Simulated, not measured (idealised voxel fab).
Process module name: voxel double patterning
Each square cell in cross-section cut measures 5 nm, and the section as a whole is 275 nm wide.
Cross-section layout: square cells on a grid; listed as bands, top to bottom; a band spans one or more cell rows.
Band: top height; bottom height; in nm. Then, left to right: material with width in nm, for each material. "edge to edge": a single material spanning edge to edge. "blank": empty space.
Heads up on the height convention: 0 is the point under which the incoming wafer is all one material, and the lowest band has no bottom, it just keeps going down, like "from 0 down".
So if you see something like "30 to 40" for the width, read it as the top row of the band sitting at the first number and the bottom row at the second, with every row in between moving by the same amount as the last.
"everything unchanged", as given for a step, is the statement that not any cell of the cross-section underwent a change during that step.
Basically, "Internal closed voids" tells you about the enclosed voids: empty spaces with no open way to the top, 8 cells or bigger, each written width x height at distance, where distance is from the left edge, all in nm.
That trailing text on a step's line, after the settings, is the simulator's own remark on the step.
Regarding "overlay nm": on a step with a mask, it is the distance the mask lay to the right of its planned place; a negative value places it to the left.

# Intended process steps
1: RECEIVE (material Si)
2: CONFORMAL_DEP (material SiO2; thk nm 10)
3: DIRECTIONAL_DEP (material polySi; thk nm 15)
4: DIRECTIONAL_DEP (material SiCN; thk nm 5)
5: MASKED_ETCH (tone open; mask id FIRST; width nm 15; pitch nm 50; etch materials SiCN; depth nm 5; overlay nm 0)
6: DIRECTIONAL_DEP (material aC; thk nm 10)
7: PATTERN (tone open; mask id SECOND; material resist; width nm 15; pitch nm 50; thk nm 25; overlay nm 0)
8: DIRECTIONAL_ETCH (etch materials aC; depth nm 10)
9: STRIP (etch materials resist)
10: DIRECTIONAL_ETCH (etch materials SiCN; depth nm 5)
11: STRIP (etch materials aC)
12: DIRECTIONAL_ETCH (etch materials polySi; depth nm 15)
13: STRIP (etch materials SiCN)

# Here's what the wafer looked like in cross-section when it arrived - that's after step 1
* from 0 down: Si edge to edge
* Internal closed voids: none

# Cross-sectional image of the first of two wafers at the end of the module, the run having proceeded as planned
* from 25 to 10: polySi 80  blank 15  polySi 10  blank 15  polySi 10  blank 15  polySi 10  blank 15  polySi 10  blank 15  polySi 80
* from 10 to 0: SiO2 edge to edge
* from 0 down: Si edge to edge
* Internal closed voids: none

# Cross-sectional view of the second of two wafers upon completion of the module. This wafer shared its starting condition and process plan with the first; one error was made during its execution
* from 30 to 25: SiO2 edge to edge
* from 25 to 10: polySi edge to edge
* from 10 to 0: SiO2 edge to edge
* from 0 down: Si edge to edge
* Internal closed voids: none
Deviation noted in wafer processing: step 4 ran as: DIRECTIONAL_DEP (material SiO2; thk nm 5)
Final tally in cells, some materials are higher or lower on the second wafer than on the first: SiO2: 55 more | polySi: 45 more
